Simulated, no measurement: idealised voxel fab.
The document below concerns the process module designated voxel ribs on slabs.
Cross-section cut spans 290 nm and uses square cells 5 nm in size.
Notation: cross-section as square-cell grid; stated in bands, top first, going down; one or more cell rows per band.
Heights first: top, then bottom, in nm. Then materials, left to right, each with a width in nm. "full width" on a single material: fills the band edge to edge. "air": empty space.
Basically, 0 is our baseline, since under it the wafer straight out of the box is all one material. The bottom band has no lower end and keeps on going down, so it looks like "z 0 and below".
Per-row width for "30 to 40": begins at first number (top row of band), ends at second number (bottom row), increment between rows held constant.
"nothing got changed" -> step changed no cross-section cell.
For the entry "Voids, enclosed", the listed items are empty spaces with no open way to the top whose size is 8 cells or more; each item follows the pattern width x height at distance, where distance is from the left edge and all three are in nm.
Read whatever lies past the settings on a step's line as the simulator's own remark about the step.
overlay nm: for a step with a mask, the amount by which the mask lay right of where it was planned; a negative amount means left of it.
# Intended process steps
1,RECEIVE | material Si
2,DIRECTIONAL_DEP | material SiO2 | thk nm 20
3,DIRECTIONAL_DEP | material SiN | thk nm 15
4,PATTERN | tone cover | mask id RIB | material resist | width nm 30 | thk nm 20 | overlay nm 0
5,DIRECTIONAL_ETCH | etch materials SiN | depth nm 10
6,STRIP | etch materials resist
7,PATTERN | tone cover | mask id SLAB | material resist | width nm 60 | thk nm 20 | overlay nm 0
8,DIRECTIONAL_ETCH | etch materials SiN | depth nm 5
9,STRIP | etch materials resist
10,FILL_DEP | material SiO2 | thk nm 25
11,CMP | height nm 55
12,DIRECTIONAL_DEP | material TiN | thk nm 5
13,DIRECTIONAL_DEP | material aC | thk nm 15
14,PATTERN | tone cover | mask id HEATER | material resist | width nm 30 | thk nm 30 | overlay nm 0
15,DIRECTIONAL_ETCH | etch materials aC | depth nm 15
16,STRIP | etch materials resist
17,DIRECTIONAL_ETCH | etch materials TiN | depth nm 5
18,STRIP | etch materials aC
19,CONFORMAL_DEP | material SiN | thk nm 5
Heads up: all these wafers start the same, and what changes between them is the width nm in step 14. The value you see in the plan is just what the first wafer got.
# Cross-section of the first incoming wafer of several, state after step 1
z 0 and below | Si full width
Voids, enclosed: none
# wafer rows; end of module; cells per material since receipt: (+) gained, (-) lost; then closed voids
width nm 30, +84 SiN, +614 SiO2, +6 TiN, Voids, enclosed: none
width nm 35, +84 SiN, +614 SiO2, +7 TiN, Voids, enclosed: none
width nm 40, +84 SiN, +614 SiO2, +8 TiN, Voids, enclosed: none
width nm 45, +84 SiN, +614 SiO2, +9 TiN, Voids, enclosed: none
width nm 50, +84 SiN, +614 SiO2, +10 TiN, Voids, enclosed: none
width nm 55, +84 SiN, +614 SiO2, +11 TiN, Voids, enclosed: none
